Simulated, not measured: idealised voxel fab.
The name of this process module is voxel local oxidation.
Each square cell in cross-section cut measures 5 nm, and the section as a whole is 150 nm wide.
In this document a cross-section is written as a grid of square cells. It is given as a series of bands, listed from the top down, and a band is one or more rows of cells.
Look at the band entry: it leads with the top's height and the bottom's height in nm. Then it lists the materials left to right, with a width in nm for each. The word "all across" on a single material says that material fills the band edge to edge. The word "empty" is empty space.
Height datum 0, below which the as-received substrate wafer is one material. Lowest band open at the bottom, running downward: "0 and below".
It should be noted that a width expressed as "30->40" varies in equal increments from row to row of cells within the band, taking the value of the first number at the top row and that of the second number at the bottom row.
You'll sometimes find "no alterations made" written for a step, and that's the way of saying that nowhere in the cross-section did a cell change during that step.
The label "Unvented cavities" introduces a list of the empty spaces, 8 cells or larger, that have no open way up to the top; each entry in it reads width x height at distance, where the distance is taken from the left edge and all three are stated in nm.
Anything after a step's settings on that line? It's the simulator's own note about the step.
overlay nm: mask offset rightward from planned place, masked step; negative means leftward offset.
The steps planned for the process are as follows
1) RECEIVE [material Si]
2) CONFORMAL_DEP [material SiO2] [thk nm 5]
3) CONFORMAL_DEP [material SiN] [thk nm 10]
4) MASKED_ETCH [tone cover] [mask id ACTIVE] [width nm 90] [etch materials SiN] [depth nm 10] [overlay nm 0]
5) SELECTIVE_ETCH [etch materials SiO2] [depth nm 5]
6) OXIDIZE [depth nm 15]
7) STRIP [etch materials SiN]
First out of two wafers; run went to plan
As-received wafer cross-section (after step 1)
0 and below | Si all across
Unvented cavities: none
Step 2 complete: cross-section through the wafer
5 down to 0 | SiO2 all across
Unchanged below 0.
Step 3 complete: cross-section through the wafer
15 down to 5 | SiN all across
Unchanged below 5.
Step 4 complete: cross-section through the wafer
15 down to 5 | empty (30); SiN (90); empty (30)
Unchanged below 5.
Step 5 complete: cross-section through the wafer
15 down to 5 | empty (30); SiN (90); empty (30)
5 down to 0 | empty (35); SiO2 (80); empty (35)
Unchanged below 0.
Step 6 complete: cross-section through the wafer
15 down to 5 | empty (30); SiN (90); empty (30)
5 down to 0 | empty (35); SiO2 (80); empty (35)
0 down to -15 | SiO2 (50); Si (50); SiO2 (50)
Unchanged below -15.
Step 7 complete: cross-section through the wafer
5 down to 0 | empty (35); SiO2 (80); empty (35)
Unchanged below 0.
Wafer two: like wafer one in start and plan, but with one mistake in execution; identical up to and including step 3
X-section, second wafer, when step 4 was due to finish
15 down to 5 | empty (35); SiN (85); empty (30)
Unchanged below 5.
X-section, second wafer, when step 5 was due to finish
15 down to 5 | empty (35); SiN (85); empty (30)
5 down to 0 | empty (40); SiO2 (75); empty (35)
Unchanged below 0.
X-section, second wafer, when step 6 was due to finish
15 down to 5 | empty (35); SiN (85); empty (30)
5 down to 0 | empty (40); SiO2 (75); empty (35)
0 down to -15 | SiO2 (55); Si (45); SiO2 (50)
Unchanged below -15.
X-section, second wafer, when step 7 was due to finish
5 down to 0 | empty (40); SiO2 (75); empty (35)
Unchanged below 0.
Finding, execution versus plan: step 4 changed vs plan, executed as MASKED_ETCH [tone cover] [mask id ACTIVE] [width nm 85] [etch materials SiN] [depth nm 10] [overlay nm 0]
Wafer comparison, final, in cells, second relative to first, materials more or fewer: 3 fewer of Si, 2 more of SiO2
